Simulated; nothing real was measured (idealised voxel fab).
Proc. module: voxel transistor to metal
Displayed cross-section: cut, width of 140 nm, square cells sized 5 nm.
Cross-section format: a grid of square cells, given as bands from top to bottom; each band is one or more rows of cells. Band: top and bottom heights (nm) first, top before bottom; then materials from left to right, widths in nm. "all across" marks a sole material filling the band edge to edge. "blank" denotes empty space. Below 0: as-received wafer, all one material; heights counted from there. Lowest band: no bottom, goes on down, written "0..down". It should be noted that a width expressed as "30..40" varies in equal increments from row to row of cells within the band, taking the value of the first number at the top row and that of the second number at the bottom row. "remained unchanged" after a step means that no cell of the cross-section changed. "Unvented internal voids" contains a list of empty spaces, each no smaller than 8 cells and without an open way to the top, written in the form width x height at distance with the distance from the left edge and all three in nm. Formally, on a step line, whatever follows the settings is a remark that the simulator itself makes on the step. overlay nm: mask right of planned place by this much (step with mask). Neg. = left.

This section lists the process steps that were planned
| 1 | RECEIVE, material Si |
| 2 | CONFORMAL_DEP, material SiO2, thk nm 5 |
| 3 | CONFORMAL_DEP, material SiN, thk nm 10 |
| 4 | MASKED_ETCH, tone cover, mask id ACTIVE, width nm 110, etch materials SiN, depth nm 10, overlay nm 0 |
| 5 | MASKED_ETCH, tone cover, mask id ACTIVE, width nm 110, etch materials SiO2, depth nm 5, overlay nm 0 |
| 6 | MASKED_ETCH, tone cover, mask id ACTIVE, width nm 110, etch materials Si, depth nm 25, overlay nm 0 |
| 7 | FILL_DEP, material SiO2, thk nm 10 |
| 8 | CMP, height nm 15 |
| 9 | SELECTIVE_ETCH, etch materials SiO2, depth nm 5 |
| 10 | STRIP, etch materials SiN |
| 11 | SELECTIVE_ETCH, etch materials SiO2, depth nm 5 |
| 12 | OXIDIZE, depth nm 5 |
| 13 | DIRECTIONAL_DEP, material polySi, thk nm 20 |
| 14 | DIRECTIONAL_DEP, material SiCN, thk nm 15 |
| 15 | PATTERN, tone cover, mask id GATE, material resist, width nm 20, thk nm 15, overlay nm 0 |
| 16 | DIRECTIONAL_ETCH, etch materials SiCN, depth nm 25 |
| 17 | DIRECTIONAL_ETCH, etch materials polySi, depth nm 30 |
| 18 | STRIP, etch materials resist |
| 19 | CONFORMAL_DEP, material SiN, thk nm 5 |
| 20 | DIRECTIONAL_ETCH, etch materials SiN, depth nm 5 |
| 21 | DIRECTIONAL_ETCH, etch materials SiO2, depth nm 5 |
| 22 | DIRECTIONAL_ETCH, etch materials Si, depth nm 5 |
| 23 | EPI, material pSi, thk nm 5 |
| 24 | FILL_DEP, material SiO2, thk nm 10 |
| 25 | CMP, height nm 35 |
| 26 | DIRECTIONAL_DEP, material SiO2, thk nm 10 |
| 27 | DIRECTIONAL_DEP, material aC, thk nm 15 |
| 28 | PATTERN, tone open, mask id CONTACT, material resist, width nm 30, pitch nm 60, thk nm 35, overlay nm 0 |
| 29 | DIRECTIONAL_ETCH, etch materials aC, depth nm 15 |
| 30 | STRIP, etch materials resist |
| 31 | DIRECTIONAL_ETCH, etch materials SiO2, depth nm 50 |
| 32 | STRIP, etch materials aC |
| 33 | CONFORMAL_DEP, material TiN, thk nm 5 |
| 34 | FILL_DEP, material W, thk nm 5 |
| 35 | CMP, height nm 45 |
| 36 | DIRECTIONAL_DEP, material TiN, thk nm 5 |
| 37 | DIRECTIONAL_DEP, material W, thk nm 20 |
| 38 | MASKED_ETCH, tone cover, mask id METAL_1, width nm 15, pitch nm 75, etch materials W, depth nm 20, overlay nm 0 |
| 39 | MASKED_ETCH, tone cover, mask id METAL_1, width nm 15, pitch nm 75, etch materials TiN, depth nm 5, overlay nm 0 |
| 40 | CONFORMAL_DEP, material SiN, thk nm 5 |
| 41 | FILL_DEP, material SiO2, thk nm 5 |
| 42 | CMP, height nm 70 |
| 43 | CONFORMAL_DEP, material SiCN, thk nm 5 |

as received, after step 1
- 0..down | Si all across
- Unvented internal voids: none

The first of the two wafers as seen in cross-section once the module was finished; processing followed the plan
- 75..70 | SiCN all across
- 70..50 | SiO2=20, then SiN=5, then W=15, then SiN=5, then SiO2=50, then SiN=5, then W=15, then SiN=5, then SiO2=20
- 50..45 | SiN=25, then TiN=15, then SiN=60, then TiN=15, then SiN=25
- 45..35 | SiO2=25, then TiN=5, then W=20, then TiN=5, then SiO2=30, then TiN=5, then W=20, then TiN=5, then SiO2=25
- 35..20 | SiO2=25, then TiN=5, then W=20, then TiN=5, then SiN=5, then SiCN=20, then SiN=5, then TiN=5, then W=20, then TiN=5, then SiO2=25
- 20..5 | SiO2=25, then TiN=5, then W=20, then TiN=5, then SiN=5, then polySi=20, then SiN=5, then TiN=5, then W=20, then TiN=5, then SiO2=25
- 5..0 | SiO2=10, then SiN=5, then SiO2=10, then TiN=5, then W=15, then TiN=10, then SiN=5, then polySi=20, then SiN=5, then TiN=10, then W=15, then TiN=5, then SiO2=10, then SiN=5, then SiO2=10
- 0..-5 | SiO2=25, then TiN=25, then pSi=5, then SiO2=30, then pSi=5, then TiN=25, then SiO2=25
- -5..-10 | SiO2=15, then pSi=40, then Si=30, then pSi=40, then SiO2=15
- -10..-25 | SiO2=15, then Si=110, then SiO2=15
- -25..down | Si all across
- Unvented internal voids: none

Cross-section at end of module for the second wafer of two, which matched the first in starting point and plan and differed by one mistake in its processing
- 75..70 | SiCN all across
- 70..50 | SiO2=20, then SiN=5, then W=15, then SiN=5, then SiO2=50, then SiN=5, then W=15, then SiN=5, then SiO2=20
- 50..45 | SiN=25, then TiN=15, then SiN=60, then TiN=15, then SiN=25
- 45..35 | SiO2=25, then TiN=5, then W=20, then TiN=5, then SiO2=30, then TiN=5..15, then W=20..10, then TiN=5, then SiO2=25
- 35..20 | SiO2=25, then TiN=5, then W=20, then TiN=5, then SiO2=10, then SiN=5, then SiCN=20, then SiN=5, then TiN=5, then W=10, then TiN=5, then SiO2=25
- 20..5 | SiO2=25, then TiN=5, then W=20, then TiN=5, then SiO2=10, then SiN=5, then polySi=20, then SiN=5, then TiN=5, then W=10, then TiN=5, then SiO2=25
- 5..0 | SiO2=10, then SiN=5, then SiO2=10, then TiN=5, then W=20, then TiN=5, then SiO2=10, then SiN=5, then polySi=20, then SiN=5, then TiN=10, then W=5, then TiN=5, then SiO2=10, then SiN=5, then SiO2=10
- 0..-5 | SiO2=25, then TiN=30, then SiO2=5, then pSi=5, then SiO2=30, then pSi=5, then TiN=15, then SiO2=25
- -5..-10 | SiO2=15, then pSi=50, then Si=30, then pSi=30, then SiO2=15
- -10..-25 | SiO2=15, then Si=110, then SiO2=15
- -25..down | Si all across
- Unvented internal voids: none
Nonconformance to the process plan: off-plan run, step 15, actual operation and settings PATTERN, tone cover, mask id GATE, material resist, width nm 20, thk nm 15, overlay nm 10
Wrapping up, a cell-based count of both wafers puts the second over or under the first for these materials: 15 more of SiO2 | 15 fewer of W
